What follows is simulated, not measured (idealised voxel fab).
Herein follows the process module entitled voxel capacitor over wiring.
We display cut, a cross-section 185 nm in width whose square cells are each 5 nm.
We lay out every cross-section as a grid of square cells and spell it out in bands from the top down, where one band means one or more rows of cells.
The entry gives the band's vertical extent as a top height and a bottom height in nm, then its horizontal make-up as materials from left to right, each with a width in nm. "air" stands for empty space; a single material marked "everywhere" fills the band edge to edge.
The level at which height equals 0 is the one under which the wafer, as it arrives, is entirely one material. No lower edge exists for the bottom band, which continues downward and is notated as in "z 0 and below".
A width given as "30->40" starts at the first number in the band's top row and ends at the second number in its bottom row, shifting by an equal amount at every step from row to row.
It should be understood that the words "nothing got changed", when stated for a given step, signify that the cross-section underwent no change in any of its cells during that step.
Sealed void inventory: empty space of 8 cells or more with no open way to the top, each as width x height at its distance from the left edge, in nm
Where a step's line continues beyond its settings, the continuation is a remark by the simulator itself on that step.
"overlay nm" on a masked step: distance the mask lay right of its planned place, negative for left.
Each pair below shows a cross-section before one step and the cross-section after it, down to the lowest band that changed. The line under each pair gives the step between them, with its settings. The pairs can come from different runs of this module on the same starting wafer, so a pair continues from the pair above only where its "Pre-step geometry" says so.

Pre-step geometry
* z 70 to 55  40 nm aC, then 15 nm air, then 130 nm aC
* z 55 to 40  40 nm lowk, then 15 nm air, then 130 nm lowk
* z 40 to 35  SiCN everywhere
* z 35 to 20  30 nm SiO2, then 30 nm Ru, then 70 nm SiO2, then 30 nm Ru, then 25 nm SiO2
* z 20 to 15  25 nm SiO2, then 35 nm TiN, then 65 nm SiO2, then 35 nm TiN, then 25 nm SiO2
* z 15 to 0  SiO2 everywhere
* z 0 and below  Si everywhere
* Sealed void inventory: none

As Processed
* z 70 to 55  40 nm aC, then 15 nm air, then 130 nm aC
* z 55 to 40  40 nm lowk, then 15 nm air, then 130 nm lowk
* z 40 to 35  40 nm SiCN, then 15 nm air, then 130 nm SiCN
* Under 35: no change, same as before.
* Sealed void inventory: none
Applied between the two views above: DIRECTIONAL_ETCH,etch materials SiCN,depth nm 5

Pre-step geometry: it's just the after picture from the pair right above this one.

As Processed
* z 55 to 40  40 nm lowk, then 15 nm air, then 130 nm lowk
* Under 40: no change, same as before.
* Sealed void inventory: none
Applied between the two views above: STRIP,etch materials aC

Pre-step geometry: it's just the after picture from the pair right above this one.

As Processed
* z 60 to 55  45 nm TiN, then 5 nm air, then 135 nm TiN
* z 55 to 40  40 nm lowk, then 5 nm TiN, then 5 nm air, then 5 nm TiN, then 130 nm lowk
* z 40 to 35  40 nm SiCN, then 15 nm TiN, then 130 nm SiCN
* Under 35: no change, same as before.
* Sealed void inventory: none
Applied between the two views above: CONFORMAL_DEP,material TiN,thk nm 5

Pre-step geometry: it's just the after picture from the pair right above this one.

As Processed
* z 65 to 60  Cu everywhere
* z 60 to 55  45 nm TiN, then 5 nm Cu, then 135 nm TiN
* z 55 to 40  40 nm lowk, then 5 nm TiN, then 5 nm Cu, then 5 nm TiN, then 130 nm lowk
* Under 40: no change, same as before.
* Sealed void inventory: none
Applied between the two views above: FILL_DEP,material Cu,thk nm 5

Pre-step geometry: it's just the after picture from the pair right above this one.

As Processed
* z 55 to 40  40 nm lowk, then 5 nm TiN, then 5 nm Cu, then 5 nm TiN, then 130 nm lowk
* Under 40: no change, same as before.
* Sealed void inventory: none
Applied between the two views above: CMP,height nm 55

Pre-step geometry: it's just the after picture from the pair right above this one.

As Processed
* z 65 to 55  TiN everywhere
* Under 55: no change, same as before.
* Sealed void inventory: none
Applied between the two views above: DIRECTIONAL_DEP,material TiN,thk nm 10

Pre-step geometry: it's just the after picture from the pair right above this one.

As Processed
* z 70 to 65  HfO2 everywhere
* Under 65: no change, same as before.
* Sealed void inventory: none
Applied between the two views above: DIRECTIONAL_DEP,material HfO2,thk nm 5

Pre-step geometry: it's just the after picture from the pair right above this one.

As Processed
* z 75 to 70  TiN everywhere
* Under 70: no change, same as before.
* Sealed void inventory: none
Applied between the two views above: DIRECTIONAL_DEP,material TiN,thk nm 5

Pre-step geometry: it's just the after picture from the pair right above this one.

As Processed
* z 85 to 75  aC everywhere
* Under 75: no change, same as before.
* Sealed void inventory: none
Applied between the two views above: DIRECTIONAL_DEP,material aC,thk nm 10

Pre-step geometry: it's just the after picture from the pair right above this one.

As Processed
* z 115 to 85  40 nm air, then 75 nm resist, then 70 nm air
* Under 85: no change, same as before.
* Sealed void inventory: none
Applied between the two views above: PATTERN,tone cover,mask id UPPER_PLATE,material resist,width nm 75,thk nm 30,overlay nm 0

Pre-step geometry: it's just the after picture from the pair right above this one.

As Processed
* z 105 to 85  40 nm air, then 75 nm resist, then 70 nm air
* z 85 to 75  40 nm air, then 75 nm aC, then 70 nm air
* Under 75: no change, same as before.
* Sealed void inventory: none
Applied between the two views above: DIRECTIONAL_ETCH,etch materials aC,depth nm 10

Pre-step geometry: it's just the after picture from the pair right above this one.

As Processed
* z 85 to 75  40 nm air, then 75 nm aC, then 70 nm air
* Under 75: no change, same as before.
* Sealed void inventory: none
Applied between the two views above: STRIP,etch materials resist

Pre-step geometry: it's just the after picture from the pair right above this one.

As Processed
* z 85 to 75  40 nm air, then 75 nm aC, then 70 nm air
* z 75 to 70  40 nm air, then 75 nm TiN, then 70 nm air
* Under 70: no change, same as before.
* Sealed void inventory: none
Applied between the two views above: DIRECTIONAL_ETCH,etch materials TiN,depth nm 5

Pre-step geometry: it's just the after picture from the pair right above this one.

As Processed
* z 85 to 75  40 nm air, then 75 nm aC, then 70 nm air
* z 75 to 70  40 nm air, then 75 nm TiN, then 70 nm air
* z 70 to 65  40 nm air, then 75 nm HfO2, then 70 nm air
* Under 65: no change, same as before.
* Sealed void inventory: none
Applied between the two views above: DIRECTIONAL_ETCH,etch materials HfO2,depth nm 5

Pre-step geometry: it's just the after picture from the pair right above this one.

As Processed
* z 75 to 70  40 nm air, then 75 nm TiN, then 70 nm air
* Under 70: no change, same as before.
* Sealed void inventory: none
Applied between the two views above: STRIP,etch materials aC

Pre-step geometry: it's just the after picture from the pair right above this one.

As Processed
* z 90 to 80  40 nm air, then 75 nm aC, then 70 nm air
* z 80 to 75  aC everywhere
* z 75 to 70  40 nm aC, then 75 nm TiN, then 70 nm aC
* z 70 to 65  40 nm aC, then 75 nm HfO2, then 70 nm aC
* Under 65: no change, same as before.
* Sealed void inventory: none
Applied between the two views above: DIRECTIONAL_DEP,material aC,thk nm 15

Pre-step geometry: it's just the after picture from the pair right above this one.

As Processed
* z 120 to 90  35 nm air, then 85 nm resist, then 65 nm air
* z 90 to 80  35 nm air, then 5 nm resist, then 75 nm aC, then 5 nm resist, then 65 nm air
* Under 80: no change, same as before.
* Sealed void inventory: none
Applied between the two views above: PATTERN,tone cover,mask id LOWER_PLATE,material resist,width nm 85,thk nm 30,overlay nm 0

Pre-step geometry: it's just the after picture from the pair right above this one.

As Processed
* z 105 to 90  35 nm air, then 85 nm resist, then 65 nm air
* z 90 to 80  35 nm air, then 5 nm resist, then 75 nm aC, then 5 nm resist, then 65 nm air
* z 80 to 75  35 nm air, then 85 nm aC, then 65 nm air
* z 75 to 70  35 nm air, then 5 nm aC, then 75 nm TiN, then 5 nm aC, then 65 nm air
* z 70 to 65  35 nm air, then 5 nm aC, then 75 nm HfO2, then 5 nm aC, then 65 nm air
* Under 65: no change, same as before.
* Sealed void inventory: none
Applied between the two views above: DIRECTIONAL_ETCH,etch materials aC,depth nm 15

Pre-step geometry: it's just the after picture from the pair right above this one.

As Processed
* z 90 to 80  40 nm air, then 75 nm aC, then 70 nm air
* Under 80: no change, same as before.
* Sealed void inventory: none
Applied between the two views above: STRIP,etch materials resist

Pre-step geometry: it's just the after picture from the pair right above this one.

As Processed
* z 90 to 80  40 nm air, then 75 nm aC, then 70 nm air
* z 80 to 75  35 nm air, then 85 nm aC, then 65 nm air
* z 75 to 70  35 nm air, then 5 nm aC, then 75 nm TiN, then 5 nm aC, then 65 nm air
* z 70 to 65  35 nm air, then 5 nm aC, then 75 nm HfO2, then 5 nm aC, then 65 nm air
* z 65 to 55  35 nm air, then 85 nm TiN, then 65 nm air
* Under 55: no change, same as before.
* Sealed void inventory: none
Applied between the two views above: DIRECTIONAL_ETCH,etch materials TiN,depth nm 10

Pre-step geometry: it's just the after picture from the pair right above this one.

As Processed
* z 75 to 70  40 nm air, then 75 nm TiN, then 70 nm air
* z 70 to 65  40 nm air, then 75 nm HfO2, then 70 nm air
* Under 65: no change, same as before.
* Sealed void inventory: none
Applied between the two views above: STRIP,etch materials aC

Pre-step geometry: it's just the after picture from the pair right above this one.

As Processed
* z 95 to 75  SiO2 everywhere
* z 75 to 70  40 nm SiO2, then 75 nm TiN, then 70 nm SiO2
* z 70 to 65  40 nm SiO2, then 75 nm HfO2, then 70 nm SiO2
* z 65 to 55  35 nm SiO2, then 85 nm TiN, then 65 nm SiO2
* Under 55: no change, same as before.
* Sealed void inventory: none
Applied between the two views above: FILL_DEP,material SiO2,thk nm 20

Pre-step geometry: it's just the after picture from the pair right above this one.

As Processed
* z 90 to 75  SiO2 everywhere
* Under 75: no change, same as before.
* Sealed void inventory: none
Applied between the two views above: CMP,height nm 90

Pre-step geometry: it's just the after picture from the pair right above this one.

As Processed
* z 90 to 75  50 nm SiO2, then 15 nm air, then 120 nm SiO2
* Under 75: no change, same as before.
* Sealed void inventory: none
Applied between the two views above: MASKED_ETCH,tone open,mask id PLUG_2,width nm 15,etch materials SiO2,depth nm 15,overlay nm 0

Pre-step geometry: it's just the after picture from the pair right above this one.

As Processed
* z 95 to 90  55 nm TiN, then 5 nm air, then 125 nm TiN
* z 90 to 80  50 nm SiO2, then 5 nm TiN, then 5 nm air, then 5 nm TiN, then 120 nm SiO2
* z 80 to 70  50->40 nm SiO2, then 15->75 nm TiN, then 120->70 nm SiO2
* Under 70: no change, same as before.
* Sealed void inventory: none
Applied between the two views above: CONFORMAL_DEP,material TiN,thk nm 5

Pre-step geometry: it's just the after picture from the pair right above this one.

As Processed
* z 100 to 95  Ru everywhere
* z 95 to 90  55 nm TiN, then 5 nm Ru, then 125 nm TiN
* z 90 to 80  50 nm SiO2, then 5 nm TiN, then 5 nm Ru, then 5 nm TiN, then 120 nm SiO2
* Under 80: no change, same as before.
* Sealed void inventory: none
Applied between the two views above: FILL_DEP,material Ru,thk nm 5

Pre-step geometry: it's just the after picture from the pair right above this one.

As Processed
* z 90 to 80  50 nm SiO2, then 5 nm TiN, then 5 nm Ru, then 5 nm TiN, then 120 nm SiO2
* Under 80: no change, same as before.
* Sealed void inventory: none
Applied between the two views above: CMP,height nm 90

Pre-step geometry: it's just the after picture from the pair right above this one.

As Processed
* z 95 to 90  SiCN everywhere
* Under 90: no change, same as before.
* Sealed void inventory: none
Applied between the two views above: CONFORMAL_DEP,material SiCN,thk nm 5

Pre-step geometry
* z 90 to 75  50 nm SiO2, then 15 nm air, then 120 nm SiO2
* z 75 to 70  40 nm SiO2, then 75 nm TiN, then 70 nm SiO2
* z 70 to 65  40 nm SiO2, then 75 nm HfO2, then 70 nm SiO2
* z 65 to 55  35 nm SiO2, then 85 nm TiN, then 65 nm SiO2
* z 55 to 40  40 nm lowk, then 5 nm TiN, then 5 nm Cu, then 5 nm TiN, then 130 nm lowk
* z 40 to 35  40 nm SiCN, then 15 nm TiN, then 130 nm SiCN
* z 35 to 20  25 nm SiO2, then 30 nm Ru, then 70 nm SiO2, then 30 nm Ru, then 30 nm SiO2
* z 20 to 15  25 nm SiO2, then 30 nm TiN, then 70 nm SiO2, then 30 nm TiN, then 30 nm SiO2
* z 15 to 0  SiO2 everywhere
* z 0 and below  Si everywhere
* Sealed void inventory: none

As Processed
* z 95 to 90  55 nm lowk, then 5 nm air, then 125 nm lowk
* z 90 to 80  50 nm SiO2, then 5 nm lowk, then 5 nm air, then 5 nm lowk, then 120 nm SiO2
* z 80 to 75  50 nm SiO2, then 15 nm lowk, then 120 nm SiO2
* Under 75: no change, same as before.
* Sealed void inventory: none
Applied between the two views above: CONFORMAL_DEP,material lowk,thk nm 5

Pre-step geometry: it's just the after picture from the pair right above this one.

As Processed
* z 100 to 95  Ru everywhere
* z 95 to 90  55 nm lowk, then 5 nm Ru, then 125 nm lowk
* z 90 to 80  50 nm SiO2, then 5 nm lowk, then 5 nm Ru, then 5 nm lowk, then 120 nm SiO2
* Under 80: no change, same as before.
* Sealed void inventory: none
Applied between the two views above: FILL_DEP,material Ru,thk nm 5

Pre-step geometry: it's just the after picture from the pair right above this one.

As Processed
* z 90 to 80  50 nm SiO2, then 5 nm lowk, then 5 nm Ru, then 5 nm lowk, then 120 nm SiO2
* Under 80: no change, same as before.
* Sealed void inventory: none
Applied between the two views above: CMP,height nm 90

Pre-step geometry: it's just the after picture from the pair right above this one.

As Processed
* z 95 to 90  SiCN everywhere
* Under 90: no change, same as before.
* Sealed void inventory: none
Applied between the two views above: CONFORMAL_DEP,material SiCN,thk nm 5

Pre-step geometry
* z 70 to 55  aC everywhere
* z 55 to 40  lowk everywhere
* z 40 to 35  SiCN everywhere
* z 35 to 20  25 nm SiO2, then 30 nm Ru, then 70 nm SiO2, then 30 nm Ru, then 30 nm SiO2
* z 20 to 15  25 nm SiO2, then 30 nm TiN, then 70 nm SiO2, then 30 nm TiN, then 30 nm SiO2
* z 15 to 0  SiO2 everywhere
* z 0 and below  Si everywhere
* Sealed void inventory: none

As Processed
* z 105 to 70  40 nm air, then 15 nm resist, then 130 nm air
* Under 70: no change, same as before.
* Sealed void inventory: none
Applied between the two views above: PATTERN,tone cover,mask id PLUG_1,material resist,width nm 15,thk nm 35,overlay nm 0

Pre-step geometry: it's just the after picture from the pair right above this one.

As Processed
* z 90 to 70  40 nm air, then 15 nm resist, then 130 nm air
* z 70 to 55  40 nm air, then 15 nm aC, then 130 nm air
* Under 55: no change, same as before.
* Sealed void inventory: none
Applied between the two views above: DIRECTIONAL_ETCH,etch materials aC,depth nm 15

Pre-step geometry: it's just the after picture from the pair right above this one.

As Processed
* z 70 to 55  40 nm air, then 15 nm aC, then 130 nm air
* Under 55: no change, same as before.
* Sealed void inventory: none
Applied between the two views above: STRIP,etch materials resist

Pre-step geometry: it's just the after picture from the pair right above this one.

As Processed
* z 70 to 55  40 nm air, then 15 nm aC, then 130 nm air
* z 55 to 40  40 nm air, then 15 nm lowk, then 130 nm air
* Under 40: no change, same as before.
* Sealed void inventory: none
Applied between the two views above: DIRECTIONAL_ETCH,etch materials lowk,depth nm 15

Pre-step geometry: it's just the after picture from the pair right above this one.

As Processed
* z 70 to 55  40 nm air, then 15 nm aC, then 130 nm air
* z 55 to 40  40 nm air, then 15 nm lowk, then 130 nm air
* z 40 to 35  40 nm air, then 15 nm SiCN, then 130 nm air
* Under 35: no change, same as before.
* Sealed void inventory: none
Applied between the two views above: DIRECTIONAL_ETCH,etch materials SiCN,depth nm 5

Pre-step geometry: it's just the after picture from the pair right above this one.

As Processed
* z 55 to 40  40 nm air, then 15 nm lowk, then 130 nm air
* Under 40: no change, same as before.
* Sealed void inventory: none
Applied between the two views above: STRIP,etch materials aC

Pre-step geometry: it's just the after picture from the pair right above this one.

As Processed
* z 60 to 55  35 nm air, then 25 nm TiN, then 125 nm air
* z 55 to 40  35 nm air, then 5 nm TiN, then 15 nm lowk, then 5 nm TiN, then 125 nm air
* z 40 to 35  40 nm TiN, then 15 nm SiCN, then 130 nm TiN
* Under 35: no change, same as before.
* Sealed void inventory: none
Applied between the two views above: CONFORMAL_DEP,material TiN,thk nm 5

Pre-step geometry: it's just the after picture from the pair right above this one.

As Processed
* z 65 to 60  Cu everywhere
* z 60 to 55  35 nm Cu, then 25 nm TiN, then 125 nm Cu
* z 55 to 40  35 nm Cu, then 5 nm TiN, then 15 nm lowk, then 5 nm TiN, then 125 nm Cu
* Under 40: no change, same as before.
* Sealed void inventory: none
Applied between the two views above: FILL_DEP,material Cu,thk nm 5

Pre-step geometry: it's just the after picture from the pair right above this one.

As Processed
* z 55 to 40  35 nm Cu, then 5 nm TiN, then 15 nm lowk, then 5 nm TiN, then 125 nm Cu
* Under 40: no change, same as before.
* Sealed void inventory: none
Applied between the two views above: CMP,height nm 55

Pre-step geometry: it's just the after picture from the pair right above this one.

As Processed
* z 65 to 55  TiN everywhere
* Under 55: no change, same as before.
* Sealed void inventory: none
Applied between the two views above: DIRECTIONAL_DEP,material TiN,thk nm 10

Pre-step geometry: it's just the after picture from the pair right above this one.

As Processed
* z 70 to 65  HfO2 everywhere
* Under 65: no change, same as before.
* Sealed void inventory: none
Applied between the two views above: DIRECTIONAL_DEP,material HfO2,thk nm 5

Pre-step geometry: it's just the after picture from the pair right above this one.

As Processed
* z 75 to 70  TiN everywhere
* Under 70: no change, same as before.
* Sealed void inventory: none
Applied between the two views above: DIRECTIONAL_DEP,material TiN,thk nm 5

Pre-step geometry: it's just the after picture from the pair right above this one.

As Processed
* z 85 to 75  aC everywhere
* Under 75: no change, same as before.
* Sealed void inventory: none
Applied between the two views above: DIRECTIONAL_DEP,material aC,thk nm 10

Pre-step geometry: it's just the after picture from the pair right above this one.

As Processed
* z 115 to 85  40 nm air, then 75 nm resist, then 70 nm air
* Under 85: no change, same as before.
* Sealed void inventory: none
Applied between the two views above: PATTERN,tone cover,mask id UPPER_PLATE,material resist,width nm 75,thk nm 30,overlay nm 0

Pre-step geometry: it's just the after picture from the pair right above this one.

As Processed
* z 105 to 85  40 nm air, then 75 nm resist, then 70 nm air
* z 85 to 75  40 nm air, then 75 nm aC, then 70 nm air
* Under 75: no change, same as before.
* Sealed void inventory: none
Applied between the two views above: DIRECTIONAL_ETCH,etch materials aC,depth nm 10

Pre-step geometry: it's just the after picture from the pair right above this one.

As Processed
* z 85 to 75  40 nm air, then 75 nm aC, then 70 nm air
* Under 75: no change, same as before.
* Sealed void inventory: none
Applied between the two views above: STRIP,etch materials resist

Pre-step geometry: it's just the after picture from the pair right above this one.

As Processed
* z 85 to 75  40 nm air, then 75 nm aC, then 70 nm air
* z 75 to 70  40 nm air, then 75 nm TiN, then 70 nm air
* Under 70: no change, same as before.
* Sealed void inventory: none
Applied between the two views above: DIRECTIONAL_ETCH,etch materials TiN,depth nm 5

Pre-step geometry: it's just the after picture from the pair right above this one.

As Processed
* z 85 to 75  40 nm air, then 75 nm aC, then 70 nm air
* z 75 to 70  40 nm air, then 75 nm TiN, then 70 nm air
* z 70 to 65  40 nm air, then 75 nm HfO2, then 70 nm air
* Under 65: no change, same as before.
* Sealed void inventory: none
Applied between the two views above: DIRECTIONAL_ETCH,etch materials HfO2,depth nm 5

Pre-step geometry: it's just the after picture from the pair right above this one.

As Processed
* z 75 to 70  40 nm air, then 75 nm TiN, then 70 nm air
* Under 70: no change, same as before.
* Sealed void inventory: none
Applied between the two views above: STRIP,etch materials aC

Pre-step geometry: it's just the after picture from the pair right above this one.

As Processed
* z 90 to 80  40 nm air, then 75 nm aC, then 70 nm air
* z 80 to 75  aC everywhere
* z 75 to 70  40 nm aC, then 75 nm TiN, then 70 nm aC
* z 70 to 65  40 nm aC, then 75 nm HfO2, then 70 nm aC
* Under 65: no change, same as before.
* Sealed void inventory: none
Applied between the two views above: DIRECTIONAL_DEP,material aC,thk nm 15

Pre-step geometry: it's just the after picture from the pair right above this one.

As Processed
* z 120 to 90  35 nm air, then 85 nm resist, then 65 nm air
* z 90 to 80  35 nm air, then 5 nm resist, then 75 nm aC, then 5 nm resist, then 65 nm air
* Under 80: no change, same as before.
* Sealed void inventory: none
Applied between the two views above: PATTERN,tone cover,mask id LOWER_PLATE,material resist,width nm 85,thk nm 30,overlay nm 0

Pre-step geometry: it's just the after picture from the pair right above this one.

As Processed
* z 105 to 90  35 nm air, then 85 nm resist, then 65 nm air
* z 90 to 80  35 nm air, then 5 nm resist, then 75 nm aC, then 5 nm resist, then 65 nm air
* z 80 to 75  35 nm air, then 85 nm aC, then 65 nm air
* z 75 to 70  35 nm air, then 5 nm aC, then 75 nm TiN, then 5 nm aC, then 65 nm air
* z 70 to 65  35 nm air, then 5 nm aC, then 75 nm HfO2, then 5 nm aC, then 65 nm air
* Under 65: no change, same as before.
* Sealed void inventory: none
Applied between the two views above: DIRECTIONAL_ETCH,etch materials aC,depth nm 15

Pre-step geometry: it's just the after picture from the pair right above this one.

As Processed
* z 90 to 80  40 nm air, then 75 nm aC, then 70 nm air
* Under 80: no change, same as before.
* Sealed void inventory: none
Applied between the two views above: STRIP,etch materials resist

Pre-step geometry: it's just the after picture from the pair right above this one.

As Processed
* z 90 to 80  40 nm air, then 75 nm aC, then 70 nm air
* z 80 to 75  35 nm air, then 85 nm aC, then 65 nm air
* z 75 to 70  35 nm air, then 5 nm aC, then 75 nm TiN, then 5 nm aC, then 65 nm air
* z 70 to 65  35 nm air, then 5 nm aC, then 75 nm HfO2, then 5 nm aC, then 65 nm air
* z 65 to 55  35 nm air, then 85 nm TiN, then 65 nm air
* Under 55: no change, same as before.
* Sealed void inventory: none
Applied between the two views above: DIRECTIONAL_ETCH,etch materials TiN,depth nm 10

Pre-step geometry: it's just the after picture from the pair right above this one.

As Processed
* z 75 to 70  40 nm air, then 75 nm TiN, then 70 nm air
* z 70 to 65  40 nm air, then 75 nm HfO2, then 70 nm air
* Under 65: no change, same as before.
* Sealed void inventory: none
Applied between the two views above: STRIP,etch materials aC

Pre-step geometry: it's just the after picture from the pair right above this one.

As Processed
* z 95 to 75  SiO2 everywhere
* z 75 to 70  40 nm SiO2, then 75 nm TiN, then 70 nm SiO2
* z 70 to 65  40 nm SiO2, then 75 nm HfO2, then 70 nm SiO2
* z 65 to 55  35 nm SiO2, then 85 nm TiN, then 65 nm SiO2
* Under 55: no change, same as before.
* Sealed void inventory: none
Applied between the two views above: FILL_DEP,material SiO2,thk nm 20

Pre-step geometry: it's just the after picture from the pair right above this one.

As Processed
* z 90 to 75  SiO2 everywhere
* Under 75: no change, same as before.
* Sealed void inventory: none
Applied between the two views above: CMP,height nm 90

Pre-step geometry: it's just the after picture from the pair right above this one.

As Processed
* z 90 to 75  50 nm SiO2, then 15 nm air, then 120 nm SiO2
* Under 75: no change, same as before.
* Sealed void inventory: none
Applied between the two views above: MASKED_ETCH,tone open,mask id PLUG_2,width nm 15,etch materials SiO2,depth nm 15,overlay nm 0

Pre-step geometry: it's just the after picture from the pair right above this one.

As Processed
* z 95 to 90  55 nm TiN, then 5 nm air, then 125 nm TiN
* z 90 to 80  50 nm SiO2, then 5 nm TiN, then 5 nm air, then 5 nm TiN, then 120 nm SiO2
* z 80 to 70  50->40 nm SiO2, then 15->75 nm TiN, then 120->70 nm SiO2
* Under 70: no change, same as before.
* Sealed void inventory: none
Applied between the two views above: CONFORMAL_DEP,material TiN,thk nm 5

Pre-step geometry: it's just the after picture from the pair right above this one.

As Processed
* z 100 to 95  Ru everywhere
* z 95 to 90  55 nm TiN, then 5 nm Ru, then 125 nm TiN
* z 90 to 80  50 nm SiO2, then 5 nm TiN, then 5 nm Ru, then 5 nm TiN, then 120 nm SiO2
* Under 80: no change, same as before.
* Sealed void inventory: none
Applied between the two views above: FILL_DEP,material Ru,thk nm 5

Pre-step geometry: it's just the after picture from the pair right above this one.

As Processed
* z 90 to 80  50 nm SiO2, then 5 nm TiN, then 5 nm Ru, then 5 nm TiN, then 120 nm SiO2
* Under 80: no change, same as before.
* Sealed void inventory: none
Applied between the two views above: CMP,height nm 90

Pre-step geometry: it's just the after picture from the pair right above this one.

As Processed
* z 95 to 90  SiCN everywhere
* Under 90: no change, same as before.
* Sealed void inventory: none
Applied between the two views above: CONFORMAL_DEP,material SiCN,thk nm 5
